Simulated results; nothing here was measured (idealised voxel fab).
Module name: voxel quadruple lines (process module)
cross-section cut | 245 nm wide | cells 5 nm
If you're reading a cross-section in this doc, picture square cells in a grid; it comes to you as bands, top ones listed first down to the bottom, and a band can be one or more rows of cells.
Heads up on the band format: heights come first, top then bottom, in nm. After that it's the materials left to right, each with its width in nm. A single material flagged "edge to edge" fills the whole band edge to edge, and "empty" means there's empty space there.
Where do heights start? At 0: under that level the wafer as delivered is made of one material only. And the lowest band has no floor; it just carries on downward, as in "0..down".
Width: "30..40" (first number = top row, second number = bottom row, same change from row to row of cells).
Take "no change" at face value: in the step it is given for, the cross-section changed in none of its cells.
"Sealed voids": empty spaces of 8 cells or more with no open way to the top, each given as width x height at distance, distance from the left edge, all in nm.
That trailing text on a step's line, after the settings, is the simulator's own remark on the step.
What "overlay nm" on a step's line means: if the step has a mask, that mask lay this far to the right of its planned place, or, when the value is negative, to the left.
Planned step list for the process
1 RECEIVE (material Si)
2 CONFORMAL_DEP (material Al2O3; thk nm 5)
3 DIRECTIONAL_DEP (material TiN; thk nm 10)
4 DIRECTIONAL_DEP (material polySi; thk nm 20)
5 DIRECTIONAL_DEP (material aC; thk nm 20)
6 PATTERN (tone cover; mask id MANDREL; material resist; width nm 20; pitch nm 60; thk nm 25; overlay nm 0)
7 DIRECTIONAL_ETCH (etch materials aC; depth nm 20)
8 STRIP (etch materials resist)
9 CONFORMAL_DEP (material SiO2; thk nm 10)
10 DIRECTIONAL_ETCH (etch materials SiO2; depth nm 10)
11 STRIP (etch materials aC)
12 DIRECTIONAL_ETCH (etch materials polySi; depth nm 20)
13 STRIP (etch materials SiO2)
14 CONFORMAL_DEP (material SiCN; thk nm 5)
15 DIRECTIONAL_ETCH (etch materials SiCN; depth nm 5)
16 STRIP (etch materials polySi)
17 DIRECTIONAL_ETCH (etch materials TiN; depth nm 10)
18 STRIP (etch materials SiCN)
19 FILL_DEP (material SiO2; thk nm 5)
20 CMP (height nm 15)
The first of two wafers, run as planned
Delivered wafer in cross-section: state after step 1
- 0..down | Si edge to edge
- Sealed voids: none
Step 2 done - wafer cross-section
- 5..0 | Al2O3 edge to edge
- Heights below 0 show no change.
Step 3 done - wafer cross-section
- 15..5 | TiN edge to edge
- Heights below 5 show no change.
Step 4 done - wafer cross-section
- 35..15 | polySi edge to edge
- Heights below 15 show no change.
Step 5 done - wafer cross-section
- 55..35 | aC edge to edge
- Heights below 35 show no change.
Step 6 done - wafer cross-section
- 80..55 | 80 nm empty, 20 nm resist, 40 nm empty, 20 nm resist, 85 nm empty
- Heights below 55 show no change.
Step 7 done - wafer cross-section
- 60..55 | 80 nm empty, 20 nm resist, 40 nm empty, 20 nm resist, 85 nm empty
- 55..35 | 80 nm empty, 20 nm aC, 40 nm empty, 20 nm aC, 85 nm empty
- Heights below 35 show no change.
Step 8 done - wafer cross-section
- 55..35 | 80 nm empty, 20 nm aC, 40 nm empty, 20 nm aC, 85 nm empty
- Heights below 35 show no change.
Step 9 done - wafer cross-section
- 65..55 | 70 nm empty, 40 nm SiO2, 20 nm empty, 40 nm SiO2, 75 nm empty
- 55..45 | 70 nm empty, 10 nm SiO2, 20 nm aC, 10 nm SiO2, 20 nm empty, 10 nm SiO2, 20 nm aC, 10 nm SiO2, 75 nm empty
- 45..35 | 80 nm SiO2, 20 nm aC, 40 nm SiO2, 20 nm aC, 85 nm SiO2
- Heights below 35 show no change.
Step 10 done - wafer cross-section
- 55..35 | 70 nm empty, 10 nm SiO2, 20 nm aC, 10 nm SiO2, 20 nm empty, 10 nm SiO2, 20 nm aC, 10 nm SiO2, 75 nm empty
- Heights below 35 show no change.
Step 11 done - wafer cross-section
- 55..35 | 70 nm empty, 10 nm SiO2, 20 nm empty, 10 nm SiO2, 20 nm empty, 10 nm SiO2, 20 nm empty, 10 nm SiO2, 75 nm empty
- Heights below 35 show no change.
Step 12 done - wafer cross-section
- 55..35 | 70 nm empty, 10 nm SiO2, 20 nm empty, 10 nm SiO2, 20 nm empty, 10 nm SiO2, 20 nm empty, 10 nm SiO2, 75 nm empty
- 35..15 | 70 nm empty, 10 nm polySi, 20 nm empty, 10 nm polySi, 20 nm empty, 10 nm polySi, 20 nm empty, 10 nm polySi, 75 nm empty
- Heights below 15 show no change.
Step 13 done - wafer cross-section
- 35..15 | 70 nm empty, 10 nm polySi, 20 nm empty, 10 nm polySi, 20 nm empty, 10 nm polySi, 20 nm empty, 10 nm polySi, 75 nm empty
- Heights below 15 show no change.
Step 14 done - wafer cross-section
- 40..35 | 65 nm empty, 20 nm SiCN, 10 nm empty, 20 nm SiCN, 10 nm empty, 20 nm SiCN, 10 nm empty, 20 nm SiCN, 70 nm empty
- 35..20 | 65 nm empty, 5 nm SiCN, 10 nm polySi, 5 nm SiCN, 10 nm empty, 5 nm SiCN, 10 nm polySi, 5 nm SiCN, 10 nm empty, 5 nm SiCN, 10 nm polySi, 5 nm SiCN, 10 nm empty, 5 nm SiCN, 10 nm polySi, 5 nm SiCN, 70 nm empty
- 20..15 | 70 nm SiCN, 10 nm polySi, 20 nm SiCN, 10 nm polySi, 20 nm SiCN, 10 nm polySi, 20 nm SiCN, 10 nm polySi, 75 nm SiCN
- Heights below 15 show no change.
Step 15 done - wafer cross-section
- 35..15 | 65 nm empty, 5 nm SiCN, 10 nm polySi, 5 nm SiCN, 10 nm empty, 5 nm SiCN, 10 nm polySi, 5 nm SiCN, 10 nm empty, 5 nm SiCN, 10 nm polySi, 5 nm SiCN, 10 nm empty, 5 nm SiCN, 10 nm polySi, 5 nm SiCN, 70 nm empty
- Heights below 15 show no change.
Step 16 done - wafer cross-section
- 35..15 | 65 nm empty, 5 nm SiCN, 10 nm empty, 5 nm SiCN, 10 nm empty, 5 nm SiCN, 10 nm empty, 5 nm SiCN, 10 nm empty, 5 nm SiCN, 10 nm empty, 5 nm SiCN, 10 nm empty, 5 nm SiCN, 10 nm empty, 5 nm SiCN, 70 nm empty
- Heights below 15 show no change.
Step 17 done - wafer cross-section
- 35..15 | 65 nm empty, 5 nm SiCN, 10 nm empty, 5 nm SiCN, 10 nm empty, 5 nm SiCN, 10 nm empty, 5 nm SiCN, 10 nm empty, 5 nm SiCN, 10 nm empty, 5 nm SiCN, 10 nm empty, 5 nm SiCN, 10 nm empty, 5 nm SiCN, 70 nm empty
- 15..5 | 65 nm empty, 5 nm TiN, 10 nm empty, 5 nm TiN, 10 nm empty, 5 nm TiN, 10 nm empty, 5 nm TiN, 10 nm empty, 5 nm TiN, 10 nm empty, 5 nm TiN, 10 nm empty, 5 nm TiN, 10 nm empty, 5 nm TiN, 70 nm empty
- Heights below 5 show no change.
Step 18 done - wafer cross-section
- 15..5 | 65 nm empty, 5 nm TiN, 10 nm empty, 5 nm TiN, 10 nm empty, 5 nm TiN, 10 nm empty, 5 nm TiN, 10 nm empty, 5 nm TiN, 10 nm empty, 5 nm TiN, 10 nm empty, 5 nm TiN, 10 nm empty, 5 nm TiN, 70 nm empty
- Heights below 5 show no change.
Step 19 done - wafer cross-section
- 20..15 | SiO2 edge to edge
- 15..5 | 65 nm SiO2, 5 nm TiN, 10 nm SiO2, 5 nm TiN, 10 nm SiO2, 5 nm TiN, 10 nm SiO2, 5 nm TiN, 10 nm SiO2, 5 nm TiN, 10 nm SiO2, 5 nm TiN, 10 nm SiO2, 5 nm TiN, 10 nm SiO2, 5 nm TiN, 70 nm SiO2
- Heights below 5 show no change.
Step 20 done - wafer cross-section
- 15..5 | 65 nm SiO2, 5 nm TiN, 10 nm SiO2, 5 nm TiN, 10 nm SiO2, 5 nm TiN, 10 nm SiO2, 5 nm TiN, 10 nm SiO2, 5 nm TiN, 10 nm SiO2, 5 nm TiN, 10 nm SiO2, 5 nm TiN, 10 nm SiO2, 5 nm TiN, 70 nm SiO2
- Heights below 5 show no change.
Wafer two: like wafer one in start and plan, but with one mistake in execution; identical up to and including step 1
Second wafer: cross-section at the scheduled end of step 2: no change
Second wafer: cross-section at the scheduled end of step 3
- 10..0 | TiN edge to edge
- Heights below 0 show no change.
Second wafer: cross-section at the scheduled end of step 4
- 30..10 | polySi edge to edge
- Heights below 10 show no change.
Second wafer: cross-section at the scheduled end of step 5
- 50..30 | aC edge to edge
- Heights below 30 show no change.
Second wafer: cross-section at the scheduled end of step 6
- 75..50 | 80 nm empty, 20 nm resist, 40 nm empty, 20 nm resist, 85 nm empty
- Heights below 50 show no change.
Second wafer: cross-section at the scheduled end of step 7
- 55..50 | 80 nm empty, 20 nm resist, 40 nm empty, 20 nm resist, 85 nm empty
- 50..30 | 80 nm empty, 20 nm aC, 40 nm empty, 20 nm aC, 85 nm empty
- Heights below 30 show no change.
Second wafer: cross-section at the scheduled end of step 8
- 50..30 | 80 nm empty, 20 nm aC, 40 nm empty, 20 nm aC, 85 nm empty
- Heights below 30 show no change.
Second wafer: cross-section at the scheduled end of step 9
- 60..50 | 70 nm empty, 40 nm SiO2, 20 nm empty, 40 nm SiO2, 75 nm empty
- 50..40 | 70 nm empty, 10 nm SiO2, 20 nm aC, 10 nm SiO2, 20 nm empty, 10 nm SiO2, 20 nm aC, 10 nm SiO2, 75 nm empty
- 40..30 | 80 nm SiO2, 20 nm aC, 40 nm SiO2, 20 nm aC, 85 nm SiO2
- Heights below 30 show no change.
Second wafer: cross-section at the scheduled end of step 10
- 50..30 | 70 nm empty, 10 nm SiO2, 20 nm aC, 10 nm SiO2, 20 nm empty, 10 nm SiO2, 20 nm aC, 10 nm SiO2, 75 nm empty
- Heights below 30 show no change.
Second wafer: cross-section at the scheduled end of step 11
- 50..30 | 70 nm empty, 10 nm SiO2, 20 nm empty, 10 nm SiO2, 20 nm empty, 10 nm SiO2, 20 nm empty, 10 nm SiO2, 75 nm empty
- Heights below 30 show no change.
Second wafer: cross-section at the scheduled end of step 12
- 50..30 | 70 nm empty, 10 nm SiO2, 20 nm empty, 10 nm SiO2, 20 nm empty, 10 nm SiO2, 20 nm empty, 10 nm SiO2, 75 nm empty
- 30..10 | 70 nm empty, 10 nm polySi, 20 nm empty, 10 nm polySi, 20 nm empty, 10 nm polySi, 20 nm empty, 10 nm polySi, 75 nm empty
- Heights below 10 show no change.
Second wafer: cross-section at the scheduled end of step 13
- 30..10 | 70 nm empty, 10 nm polySi, 20 nm empty, 10 nm polySi, 20 nm empty, 10 nm polySi, 20 nm empty, 10 nm polySi, 75 nm empty
- Heights below 10 show no change.
Second wafer: cross-section at the scheduled end of step 14
- 35..30 | 65 nm empty, 20 nm SiCN, 10 nm empty, 20 nm SiCN, 10 nm empty, 20 nm SiCN, 10 nm empty, 20 nm SiCN, 70 nm empty
- 30..15 | 65 nm empty, 5 nm SiCN, 10 nm polySi, 5 nm SiCN, 10 nm empty, 5 nm SiCN, 10 nm polySi, 5 nm SiCN, 10 nm empty, 5 nm SiCN, 10 nm polySi, 5 nm SiCN, 10 nm empty, 5 nm SiCN, 10 nm polySi, 5 nm SiCN, 70 nm empty
- 15..10 | 70 nm SiCN, 10 nm polySi, 20 nm SiCN, 10 nm polySi, 20 nm SiCN, 10 nm polySi, 20 nm SiCN, 10 nm polySi, 75 nm SiCN
- Heights below 10 show no change.
Second wafer: cross-section at the scheduled end of step 15
- 30..10 | 65 nm empty, 5 nm SiCN, 10 nm polySi, 5 nm SiCN, 10 nm empty, 5 nm SiCN, 10 nm polySi, 5 nm SiCN, 10 nm empty, 5 nm SiCN, 10 nm polySi, 5 nm SiCN, 10 nm empty, 5 nm SiCN, 10 nm polySi, 5 nm SiCN, 70 nm empty
- Heights below 10 show no change.
Second wafer: cross-section at the scheduled end of step 16
- 30..10 | 65 nm empty, 5 nm SiCN, 10 nm empty, 5 nm SiCN, 10 nm empty, 5 nm SiCN, 10 nm empty, 5 nm SiCN, 10 nm empty, 5 nm SiCN, 10 nm empty, 5 nm SiCN, 10 nm empty, 5 nm SiCN, 10 nm empty, 5 nm SiCN, 70 nm empty
- Heights below 10 show no change.
Second wafer: cross-section at the scheduled end of step 17
- 30..10 | 65 nm empty, 5 nm SiCN, 10 nm empty, 5 nm SiCN, 10 nm empty, 5 nm SiCN, 10 nm empty, 5 nm SiCN, 10 nm empty, 5 nm SiCN, 10 nm empty, 5 nm SiCN, 10 nm empty, 5 nm SiCN, 10 nm empty, 5 nm SiCN, 70 nm empty
- 10..0 | 65 nm empty, 5 nm TiN, 10 nm empty, 5 nm TiN, 10 nm empty, 5 nm TiN, 10 nm empty, 5 nm TiN, 10 nm empty, 5 nm TiN, 10 nm empty, 5 nm TiN, 10 nm empty, 5 nm TiN, 10 nm empty, 5 nm TiN, 70 nm empty
- Heights below 0 show no change.
Second wafer: cross-section at the scheduled end of step 18
- 10..0 | 65 nm empty, 5 nm TiN, 10 nm empty, 5 nm TiN, 10 nm empty, 5 nm TiN, 10 nm empty, 5 nm TiN, 10 nm empty, 5 nm TiN, 10 nm empty, 5 nm TiN, 10 nm empty, 5 nm TiN, 10 nm empty, 5 nm TiN, 70 nm empty
- Heights below 0 show no change.
Second wafer: cross-section at the scheduled end of step 19
- 15..10 | SiO2 edge to edge
- 10..0 | 65 nm SiO2, 5 nm TiN, 10 nm SiO2, 5 nm TiN, 10 nm SiO2, 5 nm TiN, 10 nm SiO2, 5 nm TiN, 10 nm SiO2, 5 nm TiN, 10 nm SiO2, 5 nm TiN, 10 nm SiO2, 5 nm TiN, 10 nm SiO2, 5 nm TiN, 70 nm SiO2
- Heights below 0 show no change.
Second wafer: cross-section at the scheduled end of step 20: no change
Against the plan, the run slipped here: the plan's step 2 went unexecuted, having been skipped
Final cells, second wafer relative to first, materials higher or lower: 49 fewer of Al2O3, 49 more of SiO2
